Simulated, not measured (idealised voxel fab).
Name of the process module below: voxel transistor to metal
The width of the displayed cross-section, cut, is 175 nm; its cells are square, with a size of 5 nm.
When this document writes out a cross-section, it uses a grid of square cells and lists it as bands, beginning at the top and moving down, with a band standing for one or more rows of cells.
Band entry format. Leading values: height of top, height of bottom, nm. Remainder: materials in left-to-right order, each with its width in nm. Special words: "throughout" on a single material, which then fills the band edge to edge; "empty", empty space.
For the purposes of this specification, 0 denotes the height below which the wafer in its as-received condition is composed wholly of one material, and the lowermost band, lacking a lower limit, extends downward without end, as expressed in "0..down".
When a width is written as two numbers, as in "30..40", the first number is the width in the top row of cells of the band and the second is the width in its bottom row, and the width changes by the same amount from each row to the next.
You'll sometimes find "remains unaltered" written for a step, and that's the way of saying that nowhere in the cross-section did a cell change during that step.
Under "Fully enclosed voids" you'll find the enclosed gaps, the ones with no way out to the top, that are 8 cells or bigger; each reads width x height at distance, with distance counted from the left edge, everything in nm.
after a step's settings: what the simulator itself notes on the step
Each step line may optionally specify "overlay nm", which for a step with a mask gives the rightward distance between the mask's planned place and where it lay, a negative value indicating the leftward direction.
### plan
| 1 | RECEIVE: material Si |
| 2 | OXIDIZE: depth nm 5 |
| 3 | CONFORMAL_DEP: material SiN, thk nm 15 |
| 4 | MASKED_ETCH: tone cover, mask id ACTIVE, width nm 135, etch materials SiN, depth nm 15, overlay nm 0 |
| 5 | MASKED_ETCH: tone cover, mask id ACTIVE, width nm 135, etch materials SiO2, depth nm 5, overlay nm 0 |
| 6 | MASKED_ETCH: tone cover, mask id ACTIVE, width nm 135, etch materials Si, depth nm 30, overlay nm 0 |
| 7 | FILL_DEP: material SiO2, thk nm 10 |
| 8 | CMP: height nm 15 |
| 9 | SELECTIVE_ETCH: etch materials SiO2, depth nm 5 |
| 10 | STRIP: etch materials SiN |
| 11 | SELECTIVE_ETCH: etch materials SiO2, depth nm 5 |
| 12 | OXIDIZE: depth nm 5 |
| 13 | DIRECTIONAL_DEP: material polySi, thk nm 25 |
| 14 | DIRECTIONAL_DEP: material SiCN, thk nm 15 |
| 15 | PATTERN: tone cover, mask id GATE, material resist, width nm 35, thk nm 20, overlay nm -15 |
| 16 | DIRECTIONAL_ETCH: etch materials SiCN, depth nm 25 |
| 17 | DIRECTIONAL_ETCH: etch materials polySi, depth nm 35 |
| 18 | STRIP: etch materials resist |
| 19 | CONFORMAL_DEP: material SiO2, thk nm 5 |
| 20 | DIRECTIONAL_ETCH: etch materials SiO2, depth nm 5 |
| 21 | CONFORMAL_DEP: material SiN, thk nm 5 |
| 22 | DIRECTIONAL_ETCH: etch materials SiN, depth nm 5 |
| 23 | DIRECTIONAL_ETCH: etch materials SiO2, depth nm 5 |
| 24 | DIRECTIONAL_ETCH: etch materials Si, depth nm 5 |
| 25 | EPI: material SiGe, thk nm 10 |
| 26 | FILL_DEP: material SiO2, thk nm 10 |
| 27 | CMP: height nm 20 |
| 28 | STRIP: etch materials polySi |
| 29 | SELECTIVE_ETCH: etch materials SiO2, depth nm 5 |
| 30 | CONFORMAL_DEP: material HfO2, thk nm 5 |
| 31 | CONFORMAL_DEP: material TiN, thk nm 5 |
| 32 | FILL_DEP: material W, thk nm 5 |
| 33 | CMP: height nm 15 |
| 34 | DIRECTIONAL_DEP: material SiO2, thk nm 10 |
| 35 | MASKED_ETCH: tone open, mask id CONTACT, width nm 20, pitch nm 95, etch materials SiO2, depth nm 30, overlay nm 0 |
| 36 | CONFORMAL_DEP: material TiN, thk nm 5 |
| 37 | FILL_DEP: material Ru, thk nm 10 |
| 38 | CMP: height nm 25 |
| 39 | DIRECTIONAL_DEP: material TiN, thk nm 5 |
| 40 | DIRECTIONAL_DEP: material Ru, thk nm 20 |
| 41 | DIRECTIONAL_DEP: material aC, thk nm 10 |
| 42 | PATTERN: tone cover, mask id METAL_1, material resist, width nm 20, pitch nm 95, thk nm 30, overlay nm 0 |
| 43 | DIRECTIONAL_ETCH: etch materials aC, depth nm 10 |
| 44 | STRIP: etch materials resist |
| 45 | DIRECTIONAL_ETCH: etch materials Ru, depth nm 20 |
| 46 | DIRECTIONAL_ETCH: etch materials TiN, depth nm 5 |
| 47 | STRIP: etch materials aC |
| 48 | FILL_DEP: material SiO2, thk nm 5 |
| 49 | CMP: height nm 50 |
| 50 | CONFORMAL_DEP: material SiCN, thk nm 5 |
| 51 | DIRECTIONAL_DEP: material lowk, thk nm 30 |
| 52 | MASKED_ETCH: tone open, mask id METAL_2, width nm 20, pitch nm 95, etch materials lowk, depth nm 20, overlay nm 0 |
| 53 | PATTERN: tone open, mask id METAL_2_HOLES, material resist, width nm 15, pitch nm 95, thk nm 15, overlay nm 0 |
| 54 | DIRECTIONAL_ETCH: etch materials lowk, depth nm 10 |
| 55 | DIRECTIONAL_ETCH: etch materials SiCN, depth nm 5 |
| 56 | STRIP: etch materials resist |
| 57 | CONFORMAL_DEP: material TiN, thk nm 5 |
| 58 | FILL_DEP: material Cu, thk nm 5 |
| 59 | CMP: height nm 85 |
| 60 | CONFORMAL_DEP: material SiN, thk nm 5 |
All wafers enter the flow in the same state. The overlay nm at step 15 differs from wafer to wafer, and the plan gives the value for the first wafer.
### Cross-sectional view of the first of several wafers in the as-received condition, corresponding to the state following step 1
> 0..down | Si throughout
> Fully enclosed voids: none
### Shown in cross-section: the first of several wafers at the end of the module, after its last step, step 60
> 90..85 | SiN throughout
> 85..70 | 30 nm lowk | 5 nm TiN | 10 nm Cu | 5 nm TiN | 75 nm lowk | 5 nm TiN | 10 nm Cu | 5 nm TiN | 30 nm lowk
> 70..65 | 30 nm lowk | 5 nm TiN | 5 nm Cu | 10 nm TiN | 75 nm lowk | 5 nm TiN | 5 nm Cu | 10 nm TiN | 30 nm lowk
> 65..55 | 30 nm lowk | 5 nm TiN | 5 nm Cu | 5 nm TiN | 80 nm lowk | 5 nm TiN | 5 nm Cu | 5 nm TiN | 35 nm lowk
> 55..50 | 30 nm SiCN | 15 nm TiN | 80 nm SiCN | 15 nm TiN | 35 nm SiCN
> 50..30 | 30 nm SiO2 | 20 nm Ru | 75 nm SiO2 | 20 nm Ru | 30 nm SiO2
> 30..25 | 30 nm SiO2 | 20 nm TiN | 75 nm SiO2 | 20 nm TiN | 30 nm SiO2
> 25..15 | 30 nm SiO2 | 5 nm TiN | 10..5 nm Ru | 5..10 nm TiN | 75 nm SiO2 | 5 nm TiN | 10 nm Ru | 5 nm TiN | 30 nm SiO2
> 15..5 | 30 nm SiO2 | 5 nm TiN | 5 nm Ru | 5 nm TiN | 5 nm SiN | 5 nm HfO2 | 5 nm TiN | 25 nm W | 5 nm TiN | 5 nm HfO2 | 5 nm SiN | 25 nm SiO2 | 5 nm TiN | 10 nm Ru | 5 nm TiN | 30 nm SiO2
> 5..0 | 20 nm SiO2 | 5 nm SiN | 5 nm SiO2 | 15 nm TiN | 5 nm SiN | 5 nm HfO2 | 5 nm TiN | 25 nm W | 5 nm TiN | 5 nm HfO2 | 5 nm SiN | 25 nm SiO2 | 5 nm TiN | 5 nm Ru | 10 nm TiN | 5 nm SiO2 | 5 nm SiN | 20 nm SiO2
> 0..-5 | 20 nm SiO2 | 5 nm SiN | 20 nm SiGe | 5 nm SiN | 5 nm HfO2 | 35 nm TiN | 5 nm HfO2 | 5 nm SiN | 10 nm SiGe | 15 nm SiO2 | 15 nm TiN | 10 nm SiGe | 5 nm SiN | 20 nm SiO2
> -5..-10 | 25 nm SiO2 | 20 nm SiGe | 5 nm SiO2 | 45 nm HfO2 | 5 nm SiO2 | 50 nm SiGe | 25 nm SiO2
> -10..-15 | 20 nm SiO2 | 5 nm Si | 20 nm SiGe | 55 nm Si | 50 nm SiGe | 5 nm Si | 20 nm SiO2
> -15..-35 | 20 nm SiO2 | 135 nm Si | 20 nm SiO2
> -35..down | Si throughout
> Fully enclosed voids: none
### X-section, last wafer, module end
> 90..85 | SiN throughout
> 85..70 | 30 nm lowk | 5 nm TiN | 10 nm Cu | 5 nm TiN | 75 nm lowk | 5 nm TiN | 10 nm Cu | 5 nm TiN | 30 nm lowk
> 70..65 | 30 nm lowk | 5 nm TiN | 5 nm Cu | 10 nm TiN | 75 nm lowk | 5 nm TiN | 5 nm Cu | 10 nm TiN | 30 nm lowk
> 65..55 | 30 nm lowk | 5 nm TiN | 5 nm Cu | 5 nm TiN | 80 nm lowk | 5 nm TiN | 5 nm Cu | 5 nm TiN | 35 nm lowk
> 55..50 | 30 nm SiCN | 15 nm TiN | 80 nm SiCN | 15 nm TiN | 35 nm SiCN
> 50..30 | 30 nm SiO2 | 20 nm Ru | 75 nm SiO2 | 20 nm Ru | 30 nm SiO2
> 30..25 | 30 nm SiO2 | 20 nm TiN | 75 nm SiO2 | 20 nm TiN | 30 nm SiO2
> 25..15 | 30 nm SiO2 | 5 nm TiN | 10 nm Ru | 5 nm TiN | 75 nm SiO2 | 5..10 nm TiN | 10..5 nm Ru | 5 nm TiN | 30 nm SiO2
> 15..5 | 30 nm SiO2 | 5 nm TiN | 10 nm Ru | 5 nm TiN | 25 nm SiO2 | 5 nm SiN | 5 nm HfO2 | 5 nm TiN | 25 nm W | 5 nm TiN | 5 nm HfO2 | 5 nm SiN | 5 nm TiN | 5 nm Ru | 5 nm TiN | 30 nm SiO2
> 5..0 | 20 nm SiO2 | 5 nm SiN | 5 nm SiO2 | 10 nm TiN | 5 nm Ru | 5 nm TiN | 25 nm SiO2 | 5 nm SiN | 5 nm HfO2 | 5 nm TiN | 25 nm W | 5 nm TiN | 5 nm HfO2 | 5 nm SiN | 15 nm TiN | 5 nm SiO2 | 5 nm SiN | 20 nm SiO2
> 0..-5 | 20 nm SiO2 | 5 nm SiN | 10 nm SiGe | 15 nm TiN | 15 nm SiO2 | 10 nm SiGe | 5 nm SiN | 5 nm HfO2 | 35 nm TiN | 5 nm HfO2 | 5 nm SiN | 20 nm SiGe | 5 nm SiN | 20 nm SiO2
> -5..-10 | 25 nm SiO2 | 50 nm SiGe | 5 nm SiO2 | 45 nm HfO2 | 5 nm SiO2 | 20 nm SiGe | 25 nm SiO2
> -10..-15 | 20 nm SiO2 | 5 nm Si | 50 nm SiGe | 55 nm Si | 20 nm SiGe | 5 nm Si | 20 nm SiO2
> -15..-35 | 20 nm SiO2 | 135 nm Si | 20 nm SiO2
> -35..down | Si throughout
> Fully enclosed voids: none
### Gained (+) or lost (-) cells of each material since receipt, then closed voids: one row per wafer, at the end of the module
overlay nm -15; +18 Cu; +17 HfO2; +46 Ru; -124 Si; +29 SiCN; +36 SiGe; +47 SiN; +301 SiO2; +79 TiN; +15 W; +166 lowk; Fully enclosed voids: none
overlay nm -10; +18 Cu; +17 HfO2; +49 Ru; -124 Si; +29 SiCN; +36 SiGe; +47 SiN; +297 SiO2; +80 TiN; +15 W; +166 lowk; Fully enclosed voids: none
overlay nm -5; +18 Cu; +17 HfO2; +49 Ru; -124 Si; +29 SiCN; +36 SiGe; +47 SiN; +296 SiO2; +81 TiN; +15 W; +166 lowk; Fully enclosed voids: none
overlay nm 0; +18 Cu; +17 HfO2; +50 Ru; -124 Si; +29 SiCN; +36 SiGe; +47 SiN; +295 SiO2; +81 TiN; +15 W; +166 lowk; Fully enclosed voids: none
overlay nm 5; +18 Cu; +17 HfO2; +49 Ru; -124 Si; +29 SiCN; +36 SiGe; +47 SiN; +296 SiO2; +81 TiN; +15 W; +166 lowk; Fully enclosed voids: none
overlay nm 10; +18 Cu; +17 HfO2; +49 Ru; -124 Si; +29 SiCN; +36 SiGe; +47 SiN; +297 SiO2; +80 TiN; +15 W; +166 lowk; Fully enclosed voids: none
overlay nm 15; +18 Cu; +17 HfO2; +46 Ru; -124 Si; +29 SiCN; +36 SiGe; +47 SiN; +301 SiO2; +79 TiN; +15 W; +166 lowk; Fully enclosed voids: none
